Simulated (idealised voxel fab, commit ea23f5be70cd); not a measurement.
The document below concerns the process module designated voxel trench capacitor.
Xsec cut, 285 nm wide, square cell size 5 nm.
Just so we're on the same page, the cross-sections are grids of square cells, and they're listed out in bands top to bottom, each band one or more rows deep. Quick guide to a band line: top height, bottom height (nm) up front; then every material left to right with its width in nm. Only one material and it's marked "full width"? Then it fills the band edge to edge. And "blank" just means empty space. Heights are expressed relative to 0, this being the level below which the as-received wafer comprises one material exclusively. The lowest band is unbounded in the downward direction and is denoted as in "z 0 and below". Quick explanation for "30..40": the width changes in equal steps down the rows of cells, from the first number in the band's top row to the second number in its bottom row. Basically "no alterations made" means that step didn't change any cell in the cross-section. Under "Sealed void inventory" you'll find the enclosed gaps, the ones with no way out to the top, that are 8 cells or bigger; each reads width x height at distance, with distance counted from the left edge, everything in nm. If you see something after the settings on a step's line, that's the simulator's own remark about that step. overlay nm: where the mask lay relative to plan, measured to the right, on steps with a mask; negatives go left.

PLAN
1: RECEIVE, material Si
2: CONFORMAL_DEP, material SiN, thk nm 5
3: DIRECTIONAL_DEP, material aC, thk nm 10
4: PATTERN, tone open, mask id TRENCH, material resist, width nm 20, pitch nm 60, thk nm 25, overlay nm 0
5: DIRECTIONAL_ETCH, etch materials aC, depth nm 10
6: STRIP, etch materials resist
7: DIRECTIONAL_ETCH, etch materials SiN, depth nm 5
8: DIRECTIONAL_ETCH, etch materials Si, depth nm 30
9: STRIP, etch materials aC
10: CONFORMAL_DEP, material HfO2, thk nm 5
11: CONFORMAL_DEP, material TiN, thk nm 5
12: FILL_DEP, material W, thk nm 10
13: CMP, height nm 5
Every wafer here starts from the same state; it is the step 4 width nm that distinguishes them, and the value the plan gives belongs to the first wafer.

FIRST WAFER AS RECEIVED, AFTER STEP 1
	z 0 and below | Si full width
	Sealed void inventory: none

NOTE: THE FOLLOWING TABLE IS ARRANGED BY WAFER, A ROW APIECE. EACH ROW REPORTS THE END-OF-MODULE STATE: PER MATERIAL, CELLS GAINED (+) OR CELLS LOST (-) COMPARED WITH THE WAFER AS RECEIVED; CLOSED VOIDS FOLLOW
width nm 20; +64 HfO2; -96 Si; +41 SiN; +48 TiN; Sealed void inventory: none
width nm 25; +68 HfO2; -120 Si; +37 SiN; +52 TiN; +20 W; Sealed void inventory: none
width nm 30; +72 HfO2; -144 Si; +33 SiN; +56 TiN; +40 W; Sealed void inventory: none
width nm 35; +76 HfO2; -168 Si; +29 SiN; +60 TiN; +60 W; Sealed void inventory: none
width nm 40; +80 HfO2; -192 Si; +25 SiN; +64 TiN; +80 W; Sealed void inventory: none
width nm 45; +84 HfO2; -216 Si; +21 SiN; +68 TiN; +100 W; Sealed void inventory: none
